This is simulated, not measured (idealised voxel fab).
voxel transistor to metal: a process module
Shown is cross-section cut, with a width of 180 nm and square cells of size 5 nm.
For the purposes of this document, a cross-section shall be understood as a grid of square cells, specified as bands listed in top-to-bottom order, each band consisting of one or more rows of cells. Band: top height; bottom height; in nm. Then, left to right: material with width in nm, for each material. "all across": a single material spanning edge to edge. "air": empty space. Height is counted from the level 0, under which the received wafer is composed throughout of one material. The lowest of the bands is not closed at the bottom but continues downward, in the notation "0 nm and below". You'd read "30 to 40" like this: the band's top row of cells is as wide as the first number, its bottom row is as wide as the second, and going down, every row changes width by the same amount as the row before did. What does "nothing was modified" mean for a step? It means no cell of the cross-section changed in that step. For the entry "Completely sealed voids", the listed items are empty spaces with no open way to the top whose size is 8 cells or more; each item follows the pattern width x height at distance, where distance is from the left edge and all three are in nm. Heads up: the bit after the settings on a step's line is the simulator's remark on that step. Each step line may optionally specify "overlay nm", which for a step with a mask gives the rightward distance between the mask's planned place and where it lay, a negative value indicating the leftward direction.
Below is the list of planned process steps
1: RECEIVE | material Si
2: OXIDIZE | depth nm 5
3: CONFORMAL_DEP | material SiN | thk nm 15
4: DIRECTIONAL_DEP | material aC | thk nm 10
5: PATTERN | tone cover | mask id ACTIVE | material resist | width nm 100 | thk nm 25 | overlay nm 0
6: DIRECTIONAL_ETCH | etch materials aC | depth nm 10
7: STRIP | etch materials resist
8: DIRECTIONAL_ETCH | etch materials SiN | depth nm 15
9: DIRECTIONAL_ETCH | etch materials SiO2 | depth nm 5
10: DIRECTIONAL_ETCH | etch materials Si | depth nm 30
11: STRIP | etch materials aC
12: FILL_DEP | material SiO2 | thk nm 5
13: CMP | height nm 5
14: SELECTIVE_ETCH | etch materials SiO2 | depth nm 15
15: STRIP | etch materials SiN
16: SELECTIVE_ETCH | etch materials SiO2 | depth nm 5
17: OXIDIZE | depth nm 5
18: DIRECTIONAL_DEP | material polySi | thk nm 30
19: DIRECTIONAL_DEP | material SiCN | thk nm 15
20: PATTERN | tone cover | mask id GATE | material resist | width nm 20 | thk nm 20 | overlay nm 0
21: DIRECTIONAL_ETCH | etch materials SiCN | depth nm 25
22: DIRECTIONAL_ETCH | etch materials polySi | depth nm 40
23: STRIP | etch materials resist
24: CONFORMAL_DEP | material SiO2 | thk nm 5
25: DIRECTIONAL_ETCH | etch materials SiO2 | depth nm 5
26: CONFORMAL_DEP | material SiN | thk nm 10
27: DIRECTIONAL_ETCH | etch materials SiN | depth nm 10
28: DIRECTIONAL_ETCH | etch materials SiO2 | depth nm 5
29: EPI | material SiGe | thk nm 5
30: FILL_DEP | material SiO2 | thk nm 10
31: CMP | height nm 40
32: DIRECTIONAL_DEP | material SiO2 | thk nm 15
33: MASKED_ETCH | tone open | mask id CONTACT | width nm 30 | pitch nm 60 | etch materials SiO2 | depth nm 60 | overlay nm 0
34: CONFORMAL_DEP | material TiN | thk nm 5
35: FILL_DEP | material W | thk nm 10
36: CMP | height nm 55
37: CONFORMAL_DEP | material SiCN | thk nm 5
38: DIRECTIONAL_DEP | material lowk | thk nm 20
39: MASKED_ETCH | tone open | mask id METAL_1 | width nm 15 | pitch nm 75 | etch materials lowk | depth nm 20 | overlay nm 0
40: MASKED_ETCH | tone open | mask id METAL_1 | width nm 15 | pitch nm 75 | etch materials SiCN | depth nm 5 | overlay nm 0
41: CONFORMAL_DEP | material TiN | thk nm 5
42: FILL_DEP | material Cu | thk nm 5
43: CMP | height nm 80
44: EPI | material Ru | thk nm 5
45: FILL_DEP | material SiCN | thk nm 5
46: DIRECTIONAL_DEP | material lowk | thk nm 30
47: MASKED_ETCH | tone open | mask id METAL_2 | width nm 15 | pitch nm 75 | etch materials lowk | depth nm 15 | overlay nm 0
48: PATTERN | tone open | mask id METAL_2_HOLES | material resist | width nm 15 | pitch nm 75 | thk nm 20 | overlay nm 0
49: DIRECTIONAL_ETCH | etch materials lowk | depth nm 15
50: DIRECTIONAL_ETCH | etch materials SiCN | depth nm 5
51: STRIP | etch materials resist
52: CONFORMAL_DEP | material TiN | thk nm 5
53: FILL_DEP | material Cu | thk nm 10
54: CMP | height nm 120
55: CONFORMAL_DEP | material SiCN | thk nm 5
Where the wafers of this document differ is in the height nm of step 13; they start out the same, and the plan states the value that applied to the first wafer.
Cross-section: the first of several wafers in its as-received state, i.e. following step 1
  0 nm and below  Si all across
  Completely sealed voids: none
End of module: cross-section of the first of several wafers after step 55, the last step
  125 nm to 120 nm  SiCN all across
  120 nm to 90 nm  lowk=45, then TiN=5, then Cu=5, then TiN=5, then lowk=60, then TiN=5, then Cu=5, then TiN=5, then lowk=45
  90 nm to 85 nm  SiCN=45, then TiN=15, then SiCN=60, then TiN=15, then SiCN=45
  85 nm to 80 nm  SiCN=40, then Ru=25, then SiCN=50, then Ru=25, then SiCN=40
  80 nm to 60 nm  lowk=45, then TiN=5, then Cu=5, then TiN=5, then lowk=60, then TiN=5, then Cu=5, then TiN=5, then lowk=45
  60 nm to 55 nm  SiCN=45, then TiN=15, then SiCN=60, then TiN=15, then SiCN=45
  55 nm to 45 nm  SiO2=45, then TiN=5, then W=20, then TiN=5, then SiO2=30, then TiN=5, then W=20, then TiN=5, then SiO2=45
  45 nm to 40 nm  SiO2=45, then TiN=5, then W=10, then TiN=15, then SiO2=30, then TiN=15, then W=10, then TiN=5, then SiO2=45
  40 nm to 25 nm  SiO2=45, then TiN=5, then W=10, then TiN=5, then SiN=10, then SiO2=5, then SiCN=20, then SiO2=5, then SiN=10, then TiN=5, then W=10, then TiN=5, then SiO2=45
  25 nm to 0 nm  SiO2=45, then TiN=5, then W=10, then TiN=5, then SiN=10, then SiO2=5, then polySi=20, then SiO2=5, then SiN=10, then TiN=5, then W=10, then TiN=5, then SiO2=45
  0 nm to -5 nm  SiO2=45, then TiN=20, then SiN=10, then SiO2=5, then polySi=20, then SiO2=5, then SiN=10, then TiN=20, then SiO2=45
  -5 nm to -10 nm  SiO2=25, then SiN=10, then SiO2=5, then SiGe=25, then SiO2=50, then SiGe=25, then SiO2=5, then SiN=10, then SiO2=25
  -10 nm to -15 nm  SiO2=25, then SiN=10, then SiO2=10, then Si=90, then SiO2=10, then SiN=10, then SiO2=25
  -15 nm to -20 nm  SiO2=45, then Si=90, then SiO2=45
  -20 nm to -35 nm  SiO2=40, then Si=100, then SiO2=40
  -35 nm and below  Si all across
  Completely sealed voids: none
Cross-section, module end, final of several wafers
  125 nm to 120 nm  SiCN all across
  120 nm to 90 nm  lowk=45, then TiN=5, then Cu=5, then TiN=5, then lowk=60, then TiN=5, then Cu=5, then TiN=5, then lowk=45
  90 nm to 85 nm  SiCN=45, then TiN=15, then SiCN=60, then TiN=15, then SiCN=45
  85 nm to 80 nm  SiCN=40, then Ru=25, then SiCN=50, then Ru=25, then SiCN=40
  80 nm to 60 nm  lowk=45, then TiN=5, then Cu=5, then TiN=5, then lowk=60, then TiN=5, then Cu=5, then TiN=5, then lowk=45
  60 nm to 55 nm  SiCN=45, then TiN=15, then SiCN=60, then TiN=15, then SiCN=45
  55 nm to 45 nm  SiO2=45, then TiN=5, then W=20, then TiN=5, then SiO2=30, then TiN=5, then W=20, then TiN=5, then SiO2=45
  45 nm to 40 nm  SiO2=45, then TiN=5, then W=10, then TiN=15, then SiO2=30, then TiN=15, then W=10, then TiN=5, then SiO2=45
  40 nm to 25 nm  SiO2=45, then TiN=5, then W=10, then TiN=5, then SiN=10, then SiO2=5, then SiCN=20, then SiO2=5, then SiN=10, then TiN=5, then W=10, then TiN=5, then SiO2=45
  25 nm to 5 nm  SiO2=45, then TiN=5, then W=10, then TiN=5, then SiN=10, then SiO2=5, then polySi=20, then SiO2=5, then SiN=10, then TiN=5, then W=10, then TiN=5, then SiO2=45
  5 nm to 0 nm  SiO2=45, then TiN=10, then W=5, then TiN=5, then SiN=10, then SiO2=5, then polySi=20, then SiO2=5, then SiN=10, then TiN=5, then W=5, then TiN=10, then SiO2=45
  0 nm to -5 nm  SiO2=40, then SiN=10, then TiN=15, then SiN=10, then SiO2=5, then polySi=20, then SiO2=5, then SiN=10, then TiN=15, then SiN=10, then SiO2=40
  -5 nm to -10 nm  SiO2=50, then SiGe=15, then SiO2=50, then SiGe=15, then SiO2=50
  -10 nm to -35 nm  SiO2=40, then Si=100, then SiO2=40
  -35 nm and below  Si all across
  Completely sealed voids: none
Take any row and you have a wafer at the end of the module: how many cells of each material it has gained (+) or lost (-) since it was received, and then its closed voids
height nm 5; +20 Cu; +10 Ru; -156 Si; +134 SiCN; +10 SiGe; +44 SiN; +354 SiO2; +108 TiN; +52 W; +300 lowk; +24 polySi; Completely sealed voids: none
height nm 10; +20 Cu; +10 Ru; -154 Si; +134 SiCN; +10 SiGe; +40 SiN; +356 SiO2; +108 TiN; +52 W; +300 lowk; +24 polySi; Completely sealed voids: none
height nm 15; +20 Cu; +10 Ru; -152 Si; +134 SiCN; +12 SiGe; +36 SiN; +356 SiO2; +108 TiN; +52 W; +300 lowk; +24 polySi; Completely sealed voids: none
height nm 20; +20 Cu; +10 Ru; -152 Si; +134 SiCN; +6 SiGe; +40 SiN; +360 SiO2; +108 TiN; +50 W; +300 lowk; +24 polySi; Completely sealed voids: none
